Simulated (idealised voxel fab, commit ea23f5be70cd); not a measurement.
Process module, titled voxel spacer lines
Section shown: cut. Width: 230 nm. Cell size: 5 nm, square.
The cross-sections in this document take the form of a grid made of square cells. They are written out as bands, in order from top to bottom. Each band consists of one or more rows of cells. Top height, bottom height, nm. Materials left to right, width each, nm. Single material + "full width" = fills band edge to edge. "empty" = empty. We count height from 0. Below that, the starting wafer is all one material. The lowest band never ends at the bottom but goes on down; see "0 -> down" for how that is written. It should be noted that a width expressed as "30->40" varies in equal increments from row to row of cells within the band, taking the value of the first number at the top row and that of the second number at the bottom row. "everything unchanged" for a step: no cell of the cross-section changed in that step. Enclosed voids (no open way to top), threshold 8 cells or more, entry "Sealed internal cavities", notation width x height at distance, distance from left edge, nm. Text after the settings on a step's line: the simulator's own remark on that step. overlay nm: on a step with a mask, how far right of its planned place the mask lay; negative means left.
# Steps planned for the process
1. RECEIVE | material Si
2. CONFORMAL_DEP | material Al2O3 | thk nm 5
3. DIRECTIONAL_DEP | material SiN | thk nm 20
4. DIRECTIONAL_DEP | material aC | thk nm 20
5. PATTERN | tone cover | mask id MANDREL | material resist | width nm 15 | pitch nm 50 | thk nm 25 | overlay nm 0
6. DIRECTIONAL_ETCH | etch materials aC | depth nm 20
7. STRIP | etch materials resist
8. CONFORMAL_DEP | material SiO2 | thk nm 10
9. DIRECTIONAL_ETCH | etch materials SiO2 | depth nm 10
10. STRIP | etch materials aC
11. DIRECTIONAL_ETCH | etch materials SiN | depth nm 20
12. STRIP | etch materials SiO2
13. FILL_DEP | material lowk | thk nm 10
14. CMP | height nm 25
# Cross-section of the wafer upon arrival, representing the state reached after step 1
    0 -> down | Si full width
    Sealed internal cavities: none
# Below is the wafer in cross-section after the module was completed. It began from the starting point shown above and followed the plan shown above, except that one mistake was made while running it
    25 -> 5 | 45 of lowk | 10 of SiN | 15 of lowk | 10 of SiN | 15 of lowk | 10 of SiN | 15 of lowk | 10 of SiN | 15 of lowk | 10 of SiN | 15 of lowk | 10 of SiN | 50 of lowk
    5 -> 0 | aC full width
    0 -> down | Si full width
    Sealed internal cavities: none
The mistake made against the process plan was this: step 2 ran as: CONFORMAL_DEP | material aC | thk nm 5
